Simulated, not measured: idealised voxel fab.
process module | voxel wiring stack
cross-section cut | 225 nm wide | cells 5 nm
A cross-section is a grid of square cells, given in bands from the top down. A band is one or more rows of cells.
Each band's line starts with the height of the band's top and of its bottom, in nm. Then come its materials from left to right, each with its width in nm. One material with "throughout" fills the band from edge to edge. "air" is empty space.
Height 0 is the level under which the wafer as received is all one material. The lowest band goes on downwards, as in "0 down".
A width such as "30 to 40" changes by the same amount from each row of cells to the next, from the band's top row to its bottom row.
"no change" after a step means that no cell of the cross-section changed.
closed voids: empty space of 8 cells or more with no open way to the top, each as width x height at its distance from the left edge, in nm
after a step's settings: what the simulator itself notes on the step
overlay nm, on a step with a mask: how far to the right of its planned place the mask lay; to the left if negative
plan
1 op RECEIVE | material Si
2 op CONFORMAL_DEP | material SiO2 | thk nm 10
3 op CONFORMAL_DEP | material SiN | thk nm 5
4 op DIRECTIONAL_DEP | material SiO2 | thk nm 20
5 op DIRECTIONAL_DEP | material aC | thk nm 10
6 op PATTERN | tone open | mask id METAL_1 | material resist | width nm 30 | pitch nm 55 | thk nm 25 | overlay nm 0
7 op DIRECTIONAL_ETCH | etch materials aC | depth nm 10
8 op STRIP | etch materials resist
9 op DIRECTIONAL_ETCH | etch materials SiO2 | depth nm 20
10 op DIRECTIONAL_ETCH | etch materials SiN | depth nm 5
11 op STRIP | etch materials aC
12 op CONFORMAL_DEP | material TiN | thk nm 5
13 op FILL_DEP | material Cu | thk nm 5
14 op CMP | height nm 35
15 op CONFORMAL_DEP | material SiCN | thk nm 5
16 op DIRECTIONAL_DEP | material lowk | thk nm 10
17 op DIRECTIONAL_DEP | material aC | thk nm 10
18 op PATTERN | tone open | mask id PLUG_1 | material resist | width nm 15 | thk nm 30 | overlay nm 0
19 op DIRECTIONAL_ETCH | etch materials aC | depth nm 10
20 op STRIP | etch materials resist
21 op DIRECTIONAL_ETCH | etch materials lowk | depth nm 10
22 op DIRECTIONAL_ETCH | etch materials SiCN | depth nm 5
23 op STRIP | etch materials aC
24 op EPI | material Ru | thk nm 10
25 op EPI | material Ru | thk nm 5
26 op CONFORMAL_DEP | material SiN | thk nm 5
27 op DIRECTIONAL_DEP | material lowk | thk nm 15
28 op DIRECTIONAL_DEP | material aC | thk nm 15
29 op PATTERN | tone open | mask id METAL_2 | material resist | width nm 30 | pitch nm 55 | thk nm 30 | overlay nm 0
30 op DIRECTIONAL_ETCH | etch materials aC | depth nm 15
31 op STRIP | etch materials resist
32 op DIRECTIONAL_ETCH | etch materials lowk | depth nm 15
33 op DIRECTIONAL_ETCH | etch materials SiN | depth nm 5
34 op STRIP | etch materials aC
35 op CONFORMAL_DEP | material TiN | thk nm 5
36 op FILL_DEP | material Ru | thk nm 10
37 op CMP | height nm 70
38 op CONFORMAL_DEP | material SiCN | thk nm 5
39 op DIRECTIONAL_DEP | material SiO2 | thk nm 30
40 op PATTERN | tone open | mask id METAL_3_HOLES | material resist | width nm 15 | thk nm 20 | overlay nm 0
41 op DIRECTIONAL_ETCH | etch materials SiO2 | depth nm 30
42 op STRIP | etch materials resist
43 op MASKED_ETCH | tone open | mask id METAL_3 | width nm 30 | pitch nm 55 | etch materials SiO2 | depth nm 15 | overlay nm 0
44 op MASKED_ETCH | tone open | mask id METAL_3 | width nm 30 | pitch nm 55 | etch materials SiCN | depth nm 5 | overlay nm 0
45 op CONFORMAL_DEP | material TiN | thk nm 5
46 op FILL_DEP | material Ru | thk nm 10
47 op CMP | height nm 105
48 op CONFORMAL_DEP | material SiCN | thk nm 5
as received, after step 1
  0 down: Si throughout
  closed voids: none
a wafer at the end: this start, this plan, one mistake
  110 to 105: SiCN throughout
  105 to 95: SiO2 70 | TiN 5 | Ru 20 | TiN 5 | SiO2 25 | TiN 5 | Ru 20 | TiN 5 | SiO2 70
  95 to 90: SiO2 70 | TiN 5 | Ru 5 | TiN 20 | SiO2 25 | TiN 30 | SiO2 70
  90 to 75: SiO2 70 | TiN 5 | Ru 5 | TiN 5 | SiO2 140
  75 to 70: SiCN 70 | TiN 15 | SiCN 140
  70 to 55: lowk 70 | TiN 5 | Ru 20 | TiN 5 | lowk 25 | TiN 5 | Ru 20 | TiN 5 | lowk 70
  55 to 50: SiN 70 | TiN 30 | SiN 25 | TiN 30 | SiN 70
  50 to 40: lowk 70 | Ru 15 | lowk 140
  40 to 35: SiCN 70 | Ru 15 | SiCN 140
  35 to 30: SiN 70 | TiN 30 | SiN 25 | TiN 30 | SiN 70
  30 to 0: SiO2 throughout
  0 down: Si throughout
  closed voids: none
what went wrong: steps 3 and 4 were swapped
